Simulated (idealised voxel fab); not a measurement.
The document below concerns the process module designated voxel transistor to metal.
It is cross-section cut that appears here, measuring 170 nm in width, its square cells being 5 nm in size.
In what follows, cross-sections appear as grids of square cells, described through bands that run from the top down, where every band is one or more rows of cells. Within each band entry, the heights of the top and of the bottom of the band appear first, in that order and in nm; the materials of the band then follow from left to right, each with its corresponding width in nm. The designation "edge to edge" on a single material indicates that it fills the band from edge to edge; the designation "blank" indicates empty space. Note: height 0 marks the level under which the wafer is uniformly one material as received. Lowest band unbounded below, written "top 0, no bottom". You'd read "30..40" like this: the band's top row of cells is as wide as the first number, its bottom row is as wide as the second, and going down, every row changes width by the same amount as the row before did. "nothing got changed" means the step left every cell of the cross-section as it was. Closed empty spaces (no open way to the top) of 8 cells or more are what "Trapped voids" lists, each as width x height at distance from the left edge, nm for all three. On each step's line, the part that comes after the settings is the simulator's own comment on the step. The "overlay nm" setting may appear on a step's line; for a step that uses a mask, it gives how far to the right of its planned position the mask lay, and a negative value indicates the left.
Planned process steps
- 1: RECEIVE | material Si
- 2: OXIDIZE | depth nm 5
- 3: CONFORMAL_DEP | material SiN | thk nm 10
- 4: DIRECTIONAL_DEP | material aC | thk nm 10
- 5: PATTERN | tone cover | mask id ACTIVE | material resist | width nm 105 | thk nm 25 | overlay nm 0
- 6: DIRECTIONAL_ETCH | etch materials aC | depth nm 10
- 7: STRIP | etch materials resist
- 8: DIRECTIONAL_ETCH | etch materials SiN | depth nm 10
- 9: DIRECTIONAL_ETCH | etch materials SiO2 | depth nm 5
- 10: DIRECTIONAL_ETCH | etch materials Si | depth nm 20
- 11: STRIP | etch materials aC
- 12: FILL_DEP | material SiO2 | thk nm 10
- 13: CMP | height nm 10
- 14: SELECTIVE_ETCH | etch materials SiO2 | depth nm 10
- 15: STRIP | etch materials SiN
- 16: SELECTIVE_ETCH | etch materials SiO2 | depth nm 5
- 17: OXIDIZE | depth nm 5
- 18: DIRECTIONAL_DEP | material polySi | thk nm 25
- 19: DIRECTIONAL_DEP | material SiCN | thk nm 10
- 20: MASKED_ETCH | tone cover | mask id GATE | width nm 15 | etch materials SiCN | depth nm 20 | overlay nm 0
- 21: MASKED_ETCH | tone cover | mask id GATE | width nm 15 | etch materials polySi | depth nm 35 | overlay nm 0
- 22: CONFORMAL_DEP | material SiN | thk nm 10
- 23: DIRECTIONAL_ETCH | etch materials SiN | depth nm 10
- 24: DIRECTIONAL_ETCH | etch materials SiO2 | depth nm 5
- 25: DIRECTIONAL_ETCH | etch materials Si | depth nm 10
- 26: EPI | material pSi | thk nm 10
- 27: FILL_DEP | material SiO2 | thk nm 5
- 28: CMP | height nm 30
- 29: DIRECTIONAL_DEP | material SiO2 | thk nm 10
- 30: MASKED_ETCH | tone open | mask id CONTACT | width nm 30 | pitch nm 55 | etch materials SiO2 | depth nm 50 | overlay nm 0
- 31: CONFORMAL_DEP | material TiN | thk nm 5
- 32: FILL_DEP | material Ru | thk nm 5
- 33: CMP | height nm 40
- 34: DIRECTIONAL_DEP | material TiN | thk nm 5
- 35: DIRECTIONAL_DEP | material W | thk nm 15
- 36: MASKED_ETCH | tone cover | mask id METAL_1 | width nm 20 | pitch nm 65 | etch materials W | depth nm 15 | overlay nm 0
- 37: MASKED_ETCH | tone cover | mask id METAL_1 | width nm 20 | pitch nm 65 | etch materials TiN | depth nm 5 | overlay nm 0
- 38: FILL_DEP | material SiO2 | thk nm 10
- 39: CMP | height nm 60
- 40: CONFORMAL_DEP | material SiCN | thk nm 5
Incoming wafer, cross-sectional view, post step 1
  top 0, no bottom | Si edge to edge
  Trapped voids: none
a wafer at the end: this start, this plan, one mistake
  top 65, bottom 60 | SiCN edge to edge
  top 60, bottom 45 | 40 nm SiO2  20 nm W  45 nm SiO2  20 nm W  45 nm SiO2
  top 45, bottom 40 | 40 nm SiO2  20 nm TiN  45 nm SiO2  20 nm TiN  45 nm SiO2
  top 40, bottom 30 | 40 nm SiO2  5 nm TiN  15 nm Ru  5 nm TiN  35 nm SiO2  5 nm TiN  15 nm Ru  5 nm TiN  45 nm SiO2
  top 30, bottom 20 | 40 nm SiO2  5 nm TiN  15 nm Ru  5 nm TiN  10 nm SiN  15 nm SiCN  10 nm SiN  5 nm TiN  15 nm Ru  5 nm TiN  45 nm SiO2
  top 20, bottom 10 | 40 nm SiO2  5 nm TiN  15..5 nm Ru  5..15 nm TiN  10 nm SiN  15 nm polySi  10 nm SiN  5..15 nm TiN  15..5 nm Ru  5 nm TiN  45 nm SiO2
  top 10, bottom 5 | 40 nm SiO2  5 nm TiN  5 nm Ru  5 nm TiN  10 nm SiO2  10 nm SiN  15 nm polySi  10 nm SiN  10 nm SiO2  5 nm TiN  5 nm Ru  5 nm TiN  45 nm SiO2
  top 5, bottom 0 | 40 nm SiO2  15 nm TiN  10 nm SiO2  10 nm SiN  15 nm polySi  10 nm SiN  10 nm SiO2  15 nm TiN  45 nm SiO2
  top 0, bottom -5 | 55 nm SiO2  10 nm pSi  10 nm SiN  15 nm polySi  10 nm SiN  10 nm pSi  60 nm SiO2
  top -5, bottom -10 | 55 nm SiO2  10 nm pSi  35 nm SiO2  10 nm pSi  60 nm SiO2
  top -10, bottom -20 | 30 nm SiO2  35 nm pSi  35 nm Si  35 nm pSi  35 nm SiO2
  top -20, bottom -25 | 30 nm SiO2  105 nm Si  35 nm SiO2
  top -25, no bottom | Si edge to edge
  Trapped voids: none
What was done differently from what was planned? the processing plan was not followed for steps 29 and 30, which were run with their positions exchanged
